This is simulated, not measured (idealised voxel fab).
process module | voxel ribs on slabs
cross-section cut | 250 nm wide | cells 5 nm
A cross-section is a grid of square cells, given in bands from the top down. A band is one or more rows of cells.
Each band's line starts with the height of the band's top and of its bottom, in nm. Then come its materials from left to right, each with its width in nm. One material with "throughout" fills the band from edge to edge. "air" is empty space.
Height 0 is the level under which the wafer as received is all one material. The lowest band goes on downwards, as in "0 down".
A width such as "30 to 40" changes by the same amount from each row of cells to the next, from the band's top row to its bottom row.
"no change" after a step means that no cell of the cross-section changed.
closed voids: empty space of 8 cells or more with no open way to the top, each as width x height at its distance from the left edge, in nm
after a step's settings: what the simulator itself notes on the step
overlay nm, on a step with a mask: how far to the right of its planned place the mask lay; to the left if negative
plan
1 op RECEIVE | material Si
2 op DIRECTIONAL_DEP | material SiO2 | thk nm 25
3 op DIRECTIONAL_DEP | material polySi | thk nm 15
4 op DIRECTIONAL_DEP | material aC | thk nm 15
5 op PATTERN | tone cover | mask id RIB | material resist | width nm 20 | thk nm 35 | overlay nm 0
6 op DIRECTIONAL_ETCH | etch materials aC | depth nm 15
7 op STRIP | etch materials resist
8 op DIRECTIONAL_ETCH | etch materials polySi | depth nm 10
9 op STRIP | etch materials aC
10 op PATTERN | tone cover | mask id SLAB | material resist | width nm 50 | thk nm 15 | overlay nm 0
11 op DIRECTIONAL_ETCH | etch materials polySi | depth nm 5
12 op STRIP | etch materials resist
13 op FILL_DEP | material SiO2 | thk nm 30
14 op CMP | height nm 60
15 op DIRECTIONAL_DEP | material W | thk nm 5
16 op PATTERN | tone cover | mask id HEATER | material resist | width nm 30 | thk nm 20 | overlay nm 0
17 op DIRECTIONAL_ETCH | etch materials W | depth nm 5
18 op STRIP | etch materials resist
19 op CONFORMAL_DEP | material SiN | thk nm 5
as received, after step 1
  0 down: Si throughout
  closed voids: none
first wafer at the end, as planned
  70 to 65: air 105 | SiN 40 | air 105
  65 to 60: SiN 110 | W 30 | SiN 110
  60 to 40: SiO2 throughout
  40 to 30: SiO2 115 | polySi 20 | SiO2 115
  30 to 25: SiO2 100 | polySi 50 | SiO2 100
  25 to 0: SiO2 throughout
  0 down: Si throughout
  closed voids: none
second wafer at the end: like start, like plan, one mistake
  80 to 75: air 95 | SiN 60 | air 95
  75 to 65: SiN throughout
  65 to 60: SiN 110 | W 30 | SiN 110
  60 to 40: SiO2 throughout
  40 to 30: SiO2 115 | polySi 20 | SiO2 115
  30 to 25: SiO2 100 | polySi 50 | SiO2 100
  25 to 0: SiO2 throughout
  0 down: Si throughout
  closed voids: none
what went wrong: step 19 ran as: op CONFORMAL_DEP | material SiN | thk nm 15
at the end the second wafer has, in cells: 104 more of SiN
